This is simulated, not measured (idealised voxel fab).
process module | voxel wiring stack
cross-section cut | 185 nm wide | cells 5 nm
A cross-section is a grid of square cells, given in bands from the top down. A band is one or more rows of cells.
Each band's line starts with the height of the band's top and of its bottom, in nm. Then come its materials from left to right, each with its width in nm. One material with "throughout" fills the band from edge to edge. "air" is empty space.
Height 0 is the level under which the wafer as received is all one material. The lowest band goes on downwards, as in "0 down".
A width such as "30 to 40" changes by the same amount from each row of cells to the next, from the band's top row to its bottom row.
"no change" after a step means that no cell of the cross-section changed.
closed voids: empty space of 8 cells or more with no open way to the top, each as width x height at its distance from the left edge, in nm
after a step's settings: what the simulator itself notes on the step
overlay nm, on a step with a mask: how far to the right of its planned place the mask lay; to the left if negative
plan
1 op RECEIVE | material Si
2 op CONFORMAL_DEP | material SiO2 | thk nm 15
3 op DIRECTIONAL_DEP | material TiN | thk nm 5
4 op DIRECTIONAL_DEP | material W | thk nm 25
5 op DIRECTIONAL_DEP | material aC | thk nm 10
6 op PATTERN | tone cover | mask id METAL_1 | material resist | width nm 25 | pitch nm 55 | thk nm 30 | overlay nm 0
7 op DIRECTIONAL_ETCH | etch materials aC | depth nm 10
8 op STRIP | etch materials resist
9 op DIRECTIONAL_ETCH | etch materials W | depth nm 25
10 op DIRECTIONAL_ETCH | etch materials TiN | depth nm 5
11 op STRIP | etch materials aC
12 op CONFORMAL_DEP | material SiN | thk nm 5
13 op FILL_DEP | material lowk | thk nm 5
14 op CMP | height nm 45
15 op CONFORMAL_DEP | material SiCN | thk nm 5
16 op DIRECTIONAL_DEP | material lowk | thk nm 20
17 op DIRECTIONAL_DEP | material aC | thk nm 10
18 op PATTERN | tone open | mask id PLUG_1 | material resist | width nm 15 | pitch nm 110 | thk nm 25 | overlay nm 0
19 op DIRECTIONAL_ETCH | etch materials aC | depth nm 10
20 op STRIP | etch materials resist
21 op DIRECTIONAL_ETCH | etch materials lowk | depth nm 20
22 op DIRECTIONAL_ETCH | etch materials SiCN | depth nm 5
23 op STRIP | etch materials aC
24 op CONFORMAL_DEP | material TiN | thk nm 5
25 op FILL_DEP | material W | thk nm 5
26 op CMP | height nm 70
27 op CONFORMAL_DEP | material SiN | thk nm 5
28 op DIRECTIONAL_DEP | material lowk | thk nm 15
29 op MASKED_ETCH | tone open | mask id METAL_2 | width nm 25 | pitch nm 55 | etch materials lowk | depth nm 15 | overlay nm 0
30 op MASKED_ETCH | tone open | mask id METAL_2 | width nm 25 | pitch nm 55 | etch materials SiN | depth nm 5 | overlay nm 0
31 op CONFORMAL_DEP | material TiN | thk nm 5
32 op FILL_DEP | material Cu | thk nm 10
33 op CMP | height nm 90
34 op EPI | material Ru | thk nm 5
35 op FILL_DEP | material SiCN | thk nm 5
36 op DIRECTIONAL_DEP | material lowk | thk nm 10
37 op PATTERN | tone open | mask id PLUG_2 | material resist | width nm 15 | pitch nm 55 | thk nm 15 | overlay nm 0
38 op DIRECTIONAL_ETCH | etch materials lowk | depth nm 10
39 op DIRECTIONAL_ETCH | etch materials SiCN | depth nm 5
40 op STRIP | etch materials resist
41 op CONFORMAL_DEP | material TiN | thk nm 5
42 op FILL_DEP | material W | thk nm 10
43 op CMP | height nm 110
44 op CONFORMAL_DEP | material SiCN | thk nm 5
45 op DIRECTIONAL_DEP | material lowk | thk nm 15
46 op MASKED_ETCH | tone open | mask id METAL_3 | width nm 25 | pitch nm 55 | etch materials lowk | depth nm 15 | overlay nm 0
47 op MASKED_ETCH | tone open | mask id METAL_3 | width nm 25 | pitch nm 55 | etch materials SiCN | depth nm 5 | overlay nm 0
48 op CONFORMAL_DEP | material TiN | thk nm 5
49 op FILL_DEP | material Ru | thk nm 10
50 op CMP | height nm 130
51 op EPI | material Ru | thk nm 5
52 op FILL_DEP | material SiCN | thk nm 5
as received, after step 1
  0 down: Si throughout
  closed voids: none
a wafer at the end: this start, this plan, one mistake
  140 to 135: SiCN throughout
  135 to 130: SiCN 10 | Ru 35 | SiCN 20 | Ru 35 | SiCN 20 | Ru 35 | SiCN 30
  130 to 120: lowk 15 | TiN 5 | Ru 15 | TiN 5 | lowk 30 | TiN 5 | Ru 15 | TiN 5 | lowk 30 | TiN 5 | Ru 15 | TiN 5 | lowk 35
  120 to 115: lowk 15 | TiN 15 | Ru 5 | TiN 5 | lowk 30 | TiN 15 | Ru 5 | TiN 5 | lowk 30 | TiN 15 | Ru 5 | TiN 5 | lowk 35
  115 to 110: SiCN 25 | TiN 15 | SiCN 40 | TiN 15 | SiCN 40 | TiN 15 | SiCN 35
  110 to 100: lowk 25 | TiN 5 | W 5 | TiN 5 | lowk 40 | TiN 5 | W 5 | TiN 5 | lowk 40 | TiN 5 | W 5 | TiN 5 | lowk 35
  100 to 95: SiCN 25 | TiN 15 | SiCN 40 | TiN 15 | SiCN 40 | TiN 15 | SiCN 35
  95 to 90: SiCN 20 | Ru 35 | SiCN 20 | Ru 35 | SiCN 20 | Ru 35 | SiCN 20
  90 to 75: lowk 25 | TiN 5 | Cu 15 | TiN 5 | lowk 30 | TiN 5 | Cu 15 | TiN 5 | lowk 30 | TiN 5 | Cu 15 | TiN 5 | lowk 25
  75 to 70: SiN 25 | TiN 25 | SiN 30 | TiN 25 | SiN 30 | TiN 25 | SiN 25
  70 to 50: lowk 25 | TiN 5 | W 5 | TiN 5 | lowk 95 | TiN 5 | W 5 | TiN 5 | lowk 35
  50 to 45: SiCN 25 | TiN 15 | SiCN 95 | TiN 15 | SiCN 35
  45 to 20: lowk 20 | SiN 5 | W 25 | SiN 5 | lowk 20 | SiN 5 | W 25 | SiN 5 | lowk 20 | SiN 5 | W 25 | SiN 5 | lowk 20
  20 to 15: SiN 25 | TiN 25 | SiN 30 | TiN 25 | SiN 30 | TiN 25 | SiN 25
  15 to 0: SiO2 throughout
  0 down: Si throughout
  closed voids: none
what went wrong: step 46 ran as: op MASKED_ETCH | tone open | mask id METAL_3 | width nm 25 | pitch nm 55 | etch materials lowk | depth nm 15 | overlay nm -10
